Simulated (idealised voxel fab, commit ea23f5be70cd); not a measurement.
This section sets out a process module, namely voxel double patterning.
It is cross-section cut that appears here, measuring 215 nm in width, its square cells being 5 nm in size.
Format of a cross-section: grid, square cells. Given as bands. Order: top down. Band: one or more rows of cells. In this notation a band is specified by the heights of its top and bottom, in that order and in nm, after which its materials appear from left to right, each paired with its width in nm. The word "throughout" attached to a single material means that material fills the band from edge to edge; the word "empty" stands for empty space. Height 0 is the level under which the wafer as received is all one material. The lowest band goes on downwards, as in "0..down". It should be noted that a width expressed as "30 to 40" varies in equal increments from row to row of cells within the band, taking the value of the first number at the top row and that of the second number at the bottom row. What does "no modification" mean for a step? It means no cell of the cross-section changed in that step. Each empty space that has no open way to the top and spans at least 8 cells appears under "Closed void catalog" as width x height at distance, the distance counted from the left edge, all in nm. That trailing text on a step's line, after the settings, is the simulator's own remark on the step. overlay nm: right-of-plan distance of the mask on a masked step; negative values mean left-of-plan.
PROCESS STEPS - PLAN
- 1: RECEIVE, material Si
- 2: CONFORMAL_DEP, material SiO2, thk nm 10
- 3: DIRECTIONAL_DEP, material polySi, thk nm 10
- 4: DIRECTIONAL_DEP, material SiN, thk nm 5
- 5: DIRECTIONAL_DEP, material aC, thk nm 15
- 6: PATTERN, tone open, mask id FIRST, material resist, width nm 15, pitch nm 50, thk nm 30, overlay nm 0
- 7: DIRECTIONAL_ETCH, etch materials aC, depth nm 15
- 8: STRIP, etch materials resist
- 9: DIRECTIONAL_ETCH, etch materials SiN, depth nm 5
- 10: STRIP, etch materials aC
- 11: MASKED_ETCH, tone open, mask id SECOND, width nm 15, etch materials SiN, depth nm 5, overlay nm 0
- 12: DIRECTIONAL_ETCH, etch materials polySi, depth nm 10
- 13: STRIP, etch materials SiN
FIRST OF TWO WAFERS, WITH THE RUN CARRIED OUT AS PLANNED
DELIVERED WAFER IN CROSS-SECTION: STATE AFTER STEP 1
    0..down = Si throughout
    Closed void catalog: none
CROSS-SECTION: WAFER STATE AFTER STEP 2
    10..0 = SiO2 throughout
    Below 0, no change.
CROSS-SECTION: WAFER STATE AFTER STEP 3
    20..10 = polySi throughout
    Below 10, no change.
CROSS-SECTION: WAFER STATE AFTER STEP 4
    25..20 = SiN throughout
    Below 20, no change.
CROSS-SECTION: WAFER STATE AFTER STEP 5
    40..25 = aC throughout
    Below 25, no change.
CROSS-SECTION: WAFER STATE AFTER STEP 6
    70..40 = resist: 75 / empty: 15 / resist: 35 / empty: 15 / resist: 75
    Below 40, no change.
CROSS-SECTION: WAFER STATE AFTER STEP 7
    55..40 = resist: 75 / empty: 15 / resist: 35 / empty: 15 / resist: 75
    40..25 = aC: 75 / empty: 15 / aC: 35 / empty: 15 / aC: 75
    Below 25, no change.
CROSS-SECTION: WAFER STATE AFTER STEP 8
    40..25 = aC: 75 / empty: 15 / aC: 35 / empty: 15 / aC: 75
    Below 25, no change.
CROSS-SECTION: WAFER STATE AFTER STEP 9
    40..25 = aC: 75 / empty: 15 / aC: 35 / empty: 15 / aC: 75
    25..20 = SiN: 75 / empty: 15 / SiN: 35 / empty: 15 / SiN: 75
    Below 20, no change.
CROSS-SECTION: WAFER STATE AFTER STEP 10
    25..20 = SiN: 75 / empty: 15 / SiN: 35 / empty: 15 / SiN: 75
    Below 20, no change.
CROSS-SECTION: WAFER STATE AFTER STEP 11
    25..20 = SiN: 75 / empty: 15 / SiN: 10 / empty: 15 / SiN: 10 / empty: 15 / SiN: 75
    Below 20, no change.
CROSS-SECTION: WAFER STATE AFTER STEP 12
    25..20 = SiN: 75 / empty: 15 / SiN: 10 / empty: 15 / SiN: 10 / empty: 15 / SiN: 75
    20..10 = polySi: 75 / empty: 15 / polySi: 10 / empty: 15 / polySi: 10 / empty: 15 / polySi: 75
    Below 10, no change.
CROSS-SECTION: WAFER STATE AFTER STEP 13
    20..10 = polySi: 75 / empty: 15 / polySi: 10 / empty: 15 / polySi: 10 / empty: 15 / polySi: 75
    Below 10, no change.
WAFER TWO OF TWO - SAME STARTING POINT, SAME PROCESS PLAN, ONE MISTAKE IN EXECUTION; MATCHES WAFER ONE UP TO AND INCLUDING STEP 1
Cross-section: second wafer, time at which step 2 was scheduled to end: no modification
CROSS-SECTION: SECOND WAFER, TIME AT WHICH STEP 3 WAS SCHEDULED TO END
    10..0 = polySi throughout
    Below 0, no change.
CROSS-SECTION: SECOND WAFER, TIME AT WHICH STEP 4 WAS SCHEDULED TO END
    15..10 = SiN throughout
    Below 10, no change.
CROSS-SECTION: SECOND WAFER, TIME AT WHICH STEP 5 WAS SCHEDULED TO END
    30..15 = aC throughout
    Below 15, no change.
CROSS-SECTION: SECOND WAFER, TIME AT WHICH STEP 6 WAS SCHEDULED TO END
    60..30 = resist: 75 / empty: 15 / resist: 35 / empty: 15 / resist: 75
    Below 30, no change.
CROSS-SECTION: SECOND WAFER, TIME AT WHICH STEP 7 WAS SCHEDULED TO END
    45..30 = resist: 75 / empty: 15 / resist: 35 / empty: 15 / resist: 75
    30..15 = aC: 75 / empty: 15 / aC: 35 / empty: 15 / aC: 75
    Below 15, no change.
CROSS-SECTION: SECOND WAFER, TIME AT WHICH STEP 8 WAS SCHEDULED TO END
    30..15 = aC: 75 / empty: 15 / aC: 35 / empty: 15 / aC: 75
    Below 15, no change.
CROSS-SECTION: SECOND WAFER, TIME AT WHICH STEP 9 WAS SCHEDULED TO END
    30..15 = aC: 75 / empty: 15 / aC: 35 / empty: 15 / aC: 75
    15..10 = SiN: 75 / empty: 15 / SiN: 35 / empty: 15 / SiN: 75
    Below 10, no change.
CROSS-SECTION: SECOND WAFER, TIME AT WHICH STEP 10 WAS SCHEDULED TO END
    15..10 = SiN: 75 / empty: 15 / SiN: 35 / empty: 15 / SiN: 75
    Below 10, no change.
CROSS-SECTION: SECOND WAFER, TIME AT WHICH STEP 11 WAS SCHEDULED TO END
    15..10 = SiN: 75 / empty: 15 / SiN: 10 / empty: 15 / SiN: 10 / empty: 15 / SiN: 75
    Below 10, no change.
CROSS-SECTION: SECOND WAFER, TIME AT WHICH STEP 12 WAS SCHEDULED TO END
    15..10 = SiN: 75 / empty: 15 / SiN: 10 / empty: 15 / SiN: 10 / empty: 15 / SiN: 75
    10..0 = polySi: 75 / empty: 15 / polySi: 10 / empty: 15 / polySi: 10 / empty: 15 / polySi: 75
    Below 0, no change.
CROSS-SECTION: SECOND WAFER, TIME AT WHICH STEP 13 WAS SCHEDULED TO END
    10..0 = polySi: 75 / empty: 15 / polySi: 10 / empty: 15 / polySi: 10 / empty: 15 / polySi: 75
    Below 0, no change.
The plan and the run diverged here: the plan's step 2 went unexecuted, having been skipped
Bottom line after processing is that, in cells, the second wafer is up or down on some materials versus the first: SiO2 -86
